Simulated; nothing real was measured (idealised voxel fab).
Title: Process Module voxel self aligned vias
Shown is cross-section cut, with a width of 235 nm and square cells of size 5 nm.
Reading order for cross-sections: top band down to bottom band. Underlying form: a grid of square cells. Band size: one or more rows of cells. Top height, bottom height, nm. Materials left to right, width each, nm. Single material + "throughout" = fills band edge to edge. "air" = empty. Heights are measured from 0, the level below which the as-received wafer is all one material; the lowest band has no bottom and continues downward, written as in "from 0 down". The width entry "30..40" should be interpreted row by row: the top row of cells in the band takes the first number, the bottom row takes the second number, and the change between adjacent rows is uniform throughout. Given "no alteration" for a step, no cell of the cross-section differs between before and after that step. If an empty space has no open way to the top and is at least 8 cells in size, "Fully sealed cavities" lists it, written width x height at distance, where distance is measured from the left edge and every value is in nm. The remark found on a step's line after its settings is issued by the simulator itself and pertains to that step. When a step includes a mask, the "overlay nm" setting on its line states how far to the right of its planned place that mask lay, and negative values state how far to the left.
Process steps foreseen in the plan
1. RECEIVE,material Si
2. CONFORMAL_DEP,material SiO2,thk nm 15
3. CONFORMAL_DEP,material SiCN,thk nm 5
4. DIRECTIONAL_DEP,material lowk,thk nm 30
5. DIRECTIONAL_DEP,material aC,thk nm 15
6. PATTERN,tone open,mask id LINES,material resist,width nm 20,pitch nm 60,thk nm 35,overlay nm 0
7. DIRECTIONAL_ETCH,etch materials aC,depth nm 15
8. STRIP,etch materials resist
9. DIRECTIONAL_ETCH,etch materials lowk,depth nm 30
10. STRIP,etch materials aC
11. CONFORMAL_DEP,material TiN,thk nm 5
12. FILL_DEP,material Ru,thk nm 5
13. CMP,height nm 50
14. SELECTIVE_ETCH,etch materials W Ru TiN,depth nm 5
15. FILL_DEP,material SiN,thk nm 5
16. CMP,height nm 50
17. DIRECTIONAL_DEP,material lowk,thk nm 20
18. PATTERN,tone open,mask id VIAS,material resist,width nm 30,pitch nm 60,thk nm 15,overlay nm 0
19. DIRECTIONAL_ETCH,etch materials lowk,depth nm 20
20. DIRECTIONAL_ETCH,etch materials SiN,depth nm 5
21. STRIP,etch materials resist
22. CONFORMAL_DEP,material TiN,thk nm 5
23. FILL_DEP,material Cu,thk nm 10
24. CMP,height nm 70
25. CONFORMAL_DEP,material SiCN,thk nm 5
This is the cross-section of the wafer as we received it, i.e. after step 1
    from 0 down = Si throughout
    Fully sealed cavities: none
The first of two wafers, cross-sectioned at the end of the module, with the run proceeding as planned
    from 75 to 70 = SiCN throughout
    from 70 to 55 = lowk 70 | TiN 5 | Cu 20 | TiN 5 | lowk 30 | TiN 5 | Cu 20 | TiN 5 | lowk 75
    from 55 to 50 = lowk 70 | TiN 10 | Cu 10 | TiN 10 | lowk 30 | TiN 10 | Cu 10 | TiN 10 | lowk 75
    from 50 to 45 = lowk 75 | TiN 20 | lowk 40 | TiN 20 | lowk 80
    from 45 to 25 = lowk 75 | TiN 5 | Ru 10 | TiN 5 | lowk 40 | TiN 5 | Ru 10 | TiN 5 | lowk 80
    from 25 to 20 = lowk 75 | TiN 20 | lowk 40 | TiN 20 | lowk 80
    from 20 to 15 = SiCN throughout
    from 15 to 0 = SiO2 throughout
    from 0 down = Si throughout
    Fully sealed cavities: none
Second of two wafers, module complete, sectioned: it shares the first wafer's start and plan but was run with one mistake
    from 75 to 70 = SiCN throughout
    from 70 to 55 = lowk 70 | TiN 5 | Cu 20 | TiN 5 | lowk 30 | TiN 5 | Cu 20 | TiN 5 | lowk 75
    from 55 to 50 = lowk 70 | TiN 30 | lowk 30 | TiN 30 | lowk 75
    from 50 to 45 = SiN 70 | TiN 5 | lowk 20 | TiN 5 | SiN 30 | TiN 5 | lowk 20 | TiN 5 | SiN 75
    from 45 to 25 = Ru 70 | TiN 5 | lowk 20 | TiN 5 | Ru 30 | TiN 5 | lowk 20 | TiN 5 | Ru 75
    from 25 to 20 = TiN 75 | lowk 20 | TiN 40 | lowk 20 | TiN 80
    from 20 to 15 = SiCN throughout
    from 15 to 0 = SiO2 throughout
    from 0 down = Si throughout
    Fully sealed cavities: none
Heads up, the wafer didn't run the way we planned it: step 6 was processed under conditions differing from the plan, specifically as PATTERN,tone cover,mask id LINES,material resist,width nm 20,pitch nm 60,thk nm 35,overlay nm 0
Final difference in cells, second wafer against first, listed per material as more or fewer: Cu: 4 fewer, Ru: 124 more, SiN: 35 more, TiN: 31 more, lowk: 186 fewer
